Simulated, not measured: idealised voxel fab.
The name of this process module is voxel double patterning.
The width of the displayed cross-section, cut, is 240 nm; its cells are square, with a size of 5 nm.
Notation: cross-section as square-cell grid; stated in bands, top first, going down; one or more cell rows per band. What a band's entry tells you: where the top is and where the bottom is, as heights in nm, and after that what lies inside, material by material from left to right, each with its width in nm. Empty space is written as the word "blank", and a single material marked with the word "all across" occupies the band from edge to edge. Heights are reckoned from 0. Under this level, the received wafer is all of one material. The bottommost band is open-ended downward, for example "0 -> down". Graded width ("30 to 40"): value in top row of band = first number; value in bottom row = second number; row-to-row change constant. "stayed the same" means the step left every cell of the cross-section as it was. Voids not open to the top, 8 cells minimum: see "Fully enclosed voids". Written width x height at distance; distance is from the left edge; nm. Note: text after step settings on the step line = simulator remark on that step. Steps that use a mask can have "overlay nm" on their line. It says how far the mask sat to the right of where it was meant to be. Negative means to the left.

Here's what the planned process steps look like
1. RECEIVE [material Si]
2. CONFORMAL_DEP [material SiO2] [thk nm 10]
3. DIRECTIONAL_DEP [material W] [thk nm 15]
4. DIRECTIONAL_DEP [material SiCN] [thk nm 5]
5. PATTERN [tone open] [mask id FIRST] [material resist] [width nm 15] [pitch nm 50] [thk nm 15] [overlay nm 0]
6. DIRECTIONAL_ETCH [etch materials SiCN] [depth nm 5]
7. STRIP [etch materials resist]
8. DIRECTIONAL_DEP [material aC] [thk nm 10]
9. PATTERN [tone open] [mask id SECOND] [material resist] [width nm 15] [thk nm 30] [overlay nm 0]
10. DIRECTIONAL_ETCH [etch materials aC] [depth nm 10]
11. STRIP [etch materials resist]
12. DIRECTIONAL_ETCH [etch materials SiCN] [depth nm 5]
13. STRIP [etch materials aC]
14. DIRECTIONAL_ETCH [etch materials W] [depth nm 15]
15. STRIP [etch materials SiCN]

So, the first of our two wafers, run just as we planned it

Wafer at receipt (post step 1), cross-section
0 -> down  Si all across
Fully enclosed voids: none

Wafer after step 2 (cross-section)
10 -> 0  SiO2 all across
Beneath the level 0, the cross-section is identical to its previous state.

Wafer after step 3 (cross-section)
25 -> 10  W all across
Beneath the level 10, the cross-section is identical to its previous state.

Wafer after step 4 (cross-section)
30 -> 25  SiCN all across
Beneath the level 25, the cross-section is identical to its previous state.

Wafer after step 5 (cross-section)
45 -> 30  85 of resist; 15 of blank; 35 of resist; 15 of blank; 90 of resist
Beneath the level 30, the cross-section is identical to its previous state.

Wafer after step 6 (cross-section)
45 -> 30  85 of resist; 15 of blank; 35 of resist; 15 of blank; 90 of resist
30 -> 25  85 of SiCN; 15 of blank; 35 of SiCN; 15 of blank; 90 of SiCN
Beneath the level 25, the cross-section is identical to its previous state.

Wafer after step 7 (cross-section)
30 -> 25  85 of SiCN; 15 of blank; 35 of SiCN; 15 of blank; 90 of SiCN
Beneath the level 25, the cross-section is identical to its previous state.

Wafer after step 8 (cross-section)
40 -> 35  85 of aC; 15 of blank; 35 of aC; 15 of blank; 90 of aC
35 -> 30  aC all across
30 -> 25  85 of SiCN; 15 of aC; 35 of SiCN; 15 of aC; 90 of SiCN
Beneath the level 25, the cross-section is identical to its previous state.

Wafer after step 9 (cross-section)
70 -> 40  110 of resist; 15 of blank; 115 of resist
40 -> 35  85 of aC; 15 of resist; 35 of aC; 15 of resist; 90 of aC
Beneath the level 35, the cross-section is identical to its previous state.

Wafer after step 10 (cross-section)
60 -> 40  110 of resist; 15 of blank; 115 of resist
40 -> 35  85 of aC; 15 of resist; 10 of aC; 15 of blank; 10 of aC; 15 of resist; 90 of aC
35 -> 30  110 of aC; 15 of blank; 115 of aC
Beneath the level 30, the cross-section is identical to its previous state.

Wafer after step 11 (cross-section)
40 -> 35  85 of aC; 15 of blank; 10 of aC; 15 of blank; 10 of aC; 15 of blank; 90 of aC
Beneath the level 35, the cross-section is identical to its previous state.

Wafer after step 12 (cross-section)
40 -> 35  85 of aC; 15 of blank; 10 of aC; 15 of blank; 10 of aC; 15 of blank; 90 of aC
35 -> 30  110 of aC; 15 of blank; 115 of aC
30 -> 25  85 of SiCN; 15 of aC; 10 of SiCN; 15 of blank; 10 of SiCN; 15 of aC; 90 of SiCN
Beneath the level 25, the cross-section is identical to its previous state.

Wafer after step 13 (cross-section)
30 -> 25  85 of SiCN; 15 of blank; 10 of SiCN; 15 of blank; 10 of SiCN; 15 of blank; 90 of SiCN
Beneath the level 25, the cross-section is identical to its previous state.

Wafer after step 14 (cross-section)
30 -> 25  85 of SiCN; 15 of blank; 10 of SiCN; 15 of blank; 10 of SiCN; 15 of blank; 90 of SiCN
25 -> 10  85 of W; 15 of blank; 10 of W; 15 of blank; 10 of W; 15 of blank; 90 of W
Beneath the level 10, the cross-section is identical to its previous state.

Wafer after step 15 (cross-section)
25 -> 10  85 of W; 15 of blank; 10 of W; 15 of blank; 10 of W; 15 of blank; 90 of W
Beneath the level 10, the cross-section is identical to its previous state.

Second of two: same start, same plan, one run error; steps up to and including 1 match the first

Second wafer cross-section, taken as of the time the plan sets for step 2 to be done: stayed the same

Second wafer cross-section, taken as of the time the plan sets for step 3 to be done
15 -> 0  W all across
Beneath the level 0, the cross-section is identical to its previous state.

Second wafer cross-section, taken as of the time the plan sets for step 4 to be done
20 -> 15  SiCN all across
Beneath the level 15, the cross-section is identical to its previous state.

Second wafer cross-section, taken as of the time the plan sets for step 5 to be done
35 -> 20  85 of resist; 15 of blank; 35 of resist; 15 of blank; 90 of resist
Beneath the level 20, the cross-section is identical to its previous state.

Second wafer cross-section, taken as of the time the plan sets for step 6 to be done
35 -> 20  85 of resist; 15 of blank; 35 of resist; 15 of blank; 90 of resist
20 -> 15  85 of SiCN; 15 of blank; 35 of SiCN; 15 of blank; 90 of SiCN
Beneath the level 15, the cross-section is identical to its previous state.

Second wafer cross-section, taken as of the time the plan sets for step 7 to be done
20 -> 15  85 of SiCN; 15 of blank; 35 of SiCN; 15 of blank; 90 of SiCN
Beneath the level 15, the cross-section is identical to its previous state.

Second wafer cross-section, taken as of the time the plan sets for step 8 to be done
30 -> 25  85 of aC; 15 of blank; 35 of aC; 15 of blank; 90 of aC
25 -> 20  aC all across
20 -> 15  85 of SiCN; 15 of aC; 35 of SiCN; 15 of aC; 90 of SiCN
Beneath the level 15, the cross-section is identical to its previous state.

Second wafer cross-section, taken as of the time the plan sets for step 9 to be done
60 -> 30  110 of resist; 15 of blank; 115 of resist
30 -> 25  85 of aC; 15 of resist; 35 of aC; 15 of resist; 90 of aC
Beneath the level 25, the cross-section is identical to its previous state.

Second wafer cross-section, taken as of the time the plan sets for step 10 to be done
50 -> 30  110 of resist; 15 of blank; 115 of resist
30 -> 25  85 of aC; 15 of resist; 10 of aC; 15 of blank; 10 of aC; 15 of resist; 90 of aC
25 -> 20  110 of aC; 15 of blank; 115 of aC
Beneath the level 20, the cross-section is identical to its previous state.

Second wafer cross-section, taken as of the time the plan sets for step 11 to be done
30 -> 25  85 of aC; 15 of blank; 10 of aC; 15 of blank; 10 of aC; 15 of blank; 90 of aC
Beneath the level 25, the cross-section is identical to its previous state.

Second wafer cross-section, taken as of the time the plan sets for step 12 to be done
30 -> 25  85 of aC; 15 of blank; 10 of aC; 15 of blank; 10 of aC; 15 of blank; 90 of aC
25 -> 20  110 of aC; 15 of blank; 115 of aC
20 -> 15  85 of SiCN; 15 of aC; 10 of SiCN; 15 of blank; 10 of SiCN; 15 of aC; 90 of SiCN
Beneath the level 15, the cross-section is identical to its previous state.

Second wafer cross-section, taken as of the time the plan sets for step 13 to be done
20 -> 15  85 of SiCN; 15 of blank; 10 of SiCN; 15 of blank; 10 of SiCN; 15 of blank; 90 of SiCN
Beneath the level 15, the cross-section is identical to its previous state.

Second wafer cross-section, taken as of the time the plan sets for step 14 to be done
20 -> 15  85 of SiCN; 15 of blank; 10 of SiCN; 15 of blank; 10 of SiCN; 15 of blank; 90 of SiCN
15 -> 0  85 of W; 15 of blank; 10 of W; 15 of blank; 10 of W; 15 of blank; 90 of W
Beneath the level 0, the cross-section is identical to its previous state.

Second wafer cross-section, taken as of the time the plan sets for step 15 to be done
15 -> 0  85 of W; 15 of blank; 10 of W; 15 of blank; 10 of W; 15 of blank; 90 of W
Beneath the level 0, the cross-section is identical to its previous state.
Deviation from plan: step 2 of the plan did not run at all; it was left out
Final difference in cells, second wafer against first, listed per material as more or fewer: SiO2: 96 fewer
